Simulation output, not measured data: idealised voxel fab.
The following is a process module called voxel self aligned vias.
The width of the displayed cross-section, cut, is 165 nm; its cells are square, with a size of 5 nm.
Cross-section = grid of square cells, listed top down in bands; band = one or more rows.
Look at the band entry: it leads with the top's height and the bottom's height in nm. Then it lists the materials left to right, with a width in nm for each. The word "all across" on a single material says that material fills the band edge to edge. The word "empty" is empty space.
Convention: height 0 is the level below which the wafer, as received, is all one material. The lowest band does not terminate at the bottom but continues downward, represented as "top 0, no bottom".
The width entry "30..40" should be interpreted row by row: the top row of cells in the band takes the first number, the bottom row takes the second number, and the change between adjacent rows is uniform throughout.
The cross-section has no changed cell in any step marked "no change occurred".
"Enclosed void inventory" contains a list of empty spaces, each no smaller than 8 cells and without an open way to the top, written in the form width x height at distance with the distance from the left edge and all three in nm.
Formally, on a step line, whatever follows the settings is a remark that the simulator itself makes on the step.
Steps that use a mask can have "overlay nm" on their line. It says how far the mask sat to the right of where it was meant to be. Negative means to the left.
**Steps in the process plan**
1,RECEIVE [material Si]
2,CONFORMAL_DEP [material SiO2] [thk nm 15]
3,CONFORMAL_DEP [material SiCN] [thk nm 5]
4,DIRECTIONAL_DEP [material SiO2] [thk nm 20]
5,MASKED_ETCH [tone open] [mask id LINES] [width nm 20] [pitch nm 55] [etch materials SiO2] [depth nm 20] [overlay nm 0]
6,CONFORMAL_DEP [material TiN] [thk nm 5]
7,FILL_DEP [material Ru] [thk nm 5]
8,CMP [height nm 40]
9,SELECTIVE_ETCH [etch materials W Ru TiN] [depth nm 5]
10,FILL_DEP [material SiN] [thk nm 10]
11,CMP [height nm 40]
12,DIRECTIONAL_DEP [material SiO2] [thk nm 20]
13,DIRECTIONAL_DEP [material aC] [thk nm 10]
14,PATTERN [tone open] [mask id VIAS] [material resist] [width nm 30] [thk nm 30] [overlay nm 0]
15,DIRECTIONAL_ETCH [etch materials aC] [depth nm 10]
16,STRIP [etch materials resist]
17,DIRECTIONAL_ETCH [etch materials SiO2] [depth nm 20]
18,DIRECTIONAL_ETCH [etch materials SiN] [depth nm 5]
19,STRIP [etch materials aC]
20,CONFORMAL_DEP [material TiN] [thk nm 5]
21,FILL_DEP [material Cu] [thk nm 5]
22,CMP [height nm 60]
23,CONFORMAL_DEP [material SiCN] [thk nm 5]
**Incoming wafer in cross-section (state: after step 1)**
    top 0, no bottom  Si all across
    Enclosed void inventory: none
**First of two wafers: cross-section at end of module, run per plan**
    top 65, bottom 60  SiCN all across
    top 60, bottom 45  SiO2=40, then TiN=5, then Cu=20, then TiN=5, then SiO2=95
    top 45, bottom 40  SiO2=40, then TiN=10, then Cu=10, then TiN=10, then SiO2=95
    top 40, bottom 35  SiO2=45, then TiN=20, then SiO2=35, then SiN=20, then SiO2=45
    top 35, bottom 25  SiO2=45, then TiN=5, then Ru=10, then TiN=5, then SiO2=35, then TiN=5, then Ru=10, then TiN=5, then SiO2=45
    top 25, bottom 20  SiO2=45, then TiN=20, then SiO2=35, then TiN=20, then SiO2=45
    top 20, bottom 15  SiCN all across
    top 15, bottom 0  SiO2 all across
    top 0, no bottom  Si all across
    Enclosed void inventory: none
**second wafer at the end: like start, like plan, one mistake**
    top 65, bottom 60  SiCN all across
    top 60, bottom 45  Cu=35, then TiN=5, then SiO2=30, then TiN=5, then Cu=90
    top 45, bottom 40  TiN=40, then SiO2=30, then TiN=35, then Cu=10, then TiN=50
    top 40, bottom 35  SiO2=45, then SiN=20, then SiO2=35, then TiN=20, then SiO2=45
    top 35, bottom 25  SiO2=45, then TiN=5, then Ru=10, then TiN=5, then SiO2=35, then TiN=5, then Ru=10, then TiN=5, then SiO2=45
    top 25, bottom 20  SiO2=45, then TiN=20, then SiO2=35, then TiN=20, then SiO2=45
    top 20, bottom 15  SiCN all across
    top 15, bottom 0  SiO2 all across
    top 0, no bottom  Si all across
    Enclosed void inventory: none
Against the plan, the run slipped here: step 14 was processed under conditions differing from the plan, specifically as PATTERN [tone cover] [mask id VIAS] [material resist] [width nm 30] [thk nm 30] [overlay nm 0]
FYI, end of process, the second wafer has more or fewer cells of some materials than the first: +63 Cu | -84 SiO2 | +21 TiN
